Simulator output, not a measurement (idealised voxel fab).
Documented hereafter: the process module known as voxel self aligned contacts.
For reference, the cross-section in this document is cut, with width 180 nm and square cells of 5 nm.
Cross-section format: a grid of square cells, given as bands from top to bottom; each band is one or more rows of cells.
It is stipulated that each band's entry specify, in nanometres, the height of the top of the band and then that of its bottom, followed by the materials of the band in left-to-right sequence, each together with its width in nanometres. A single material marked by the word "throughout" is understood to fill the band from edge to edge; the word "air" is understood to denote empty space.
The reference from which all heights are counted is 0, the level beneath which the as-received wafer is entirely one material; the lowest band, having no lower bound, proceeds downward and is written after the example "0 and below".
It should be noted that a width expressed as "30 to 40" varies in equal increments from row to row of cells within the band, taking the value of the first number at the top row and that of the second number at the bottom row.
Step marked "remains unaltered"? Then no cell in the cross-section changed in it.
Closed-off voids of 8+ cells (no open route to the top) go in "Closed void register", written width x height at distance from the left edge, in nm.
What comes after the settings on a step's line is commentary from the simulator itself on that step.
overlay nm: how far to the right of its planned place the mask lay on this masked step (negative: to the left).
**Here's what the planned process steps look like**
- 1: RECEIVE,material Si
- 2: OXIDIZE,depth nm 5
- 3: DIRECTIONAL_DEP,material polySi,thk nm 20
- 4: DIRECTIONAL_DEP,material SiN,thk nm 20
- 5: MASKED_ETCH,tone cover,mask id GATE,width nm 25,pitch nm 60,etch materials SiN,depth nm 20,overlay nm 0
- 6: MASKED_ETCH,tone cover,mask id GATE,width nm 25,pitch nm 60,etch materials polySi,depth nm 20,overlay nm 0
- 7: CONFORMAL_DEP,material SiN,thk nm 5
- 8: DIRECTIONAL_ETCH,etch materials SiN,depth nm 5
- 9: FILL_DEP,material SiO2,thk nm 15
- 10: CMP,height nm 45
- 11: PATTERN,tone open,mask id CONTACT,material resist,width nm 45,pitch nm 60,thk nm 15,overlay nm -15
- 12: DIRECTIONAL_ETCH,etch materials SiO2,depth nm 50
- 13: STRIP,etch materials resist
- 14: CONFORMAL_DEP,material TiN,thk nm 5
- 15: FILL_DEP,material Ru,thk nm 10
- 16: CMP,height nm 45
- 17: CONFORMAL_DEP,material SiCN,thk nm 5
Quick note for whoever runs this: the wafers start identical, but the overlay nm at step 11 isn't the same across them. The plan just shows what the first wafer had.
**Step 1 complete: as-received cross-section of the first of several wafers**
0 and below  Si throughout
Closed void register: none
**Each row below is a wafer at the end of the module, listing for every material the number of cells it has gained (+) or lost (-) since it was received, followed by its closed voids**
overlay nm -15, +36 Ru, -36 Si, +36 SiCN, +108 SiN, +102 SiO2, +54 TiN, +60 polySi, Closed void register: none
overlay nm -10, +54 Ru, -36 Si, +36 SiCN, +108 SiN, +84 SiO2, +54 TiN, +60 polySi, Closed void register: none
overlay nm -5, +54 Ru, -36 Si, +36 SiCN, +108 SiN, +84 SiO2, +54 TiN, +60 polySi, Closed void register: none
overlay nm 0, +54 Ru, -36 Si, +36 SiCN, +108 SiN, +84 SiO2, +54 TiN, +60 polySi, Closed void register: none
overlay nm 5, +54 Ru, -36 Si, +36 SiCN, +108 SiN, +84 SiO2, +54 TiN, +60 polySi, Closed void register: none
overlay nm 10, +54 Ru, -36 Si, +36 SiCN, +108 SiN, +84 SiO2, +54 TiN, +60 polySi, Closed void register: none
overlay nm 15, +36 Ru, -36 Si, +36 SiCN, +108 SiN, +102 SiO2, +54 TiN, +60 polySi, Closed void register: none
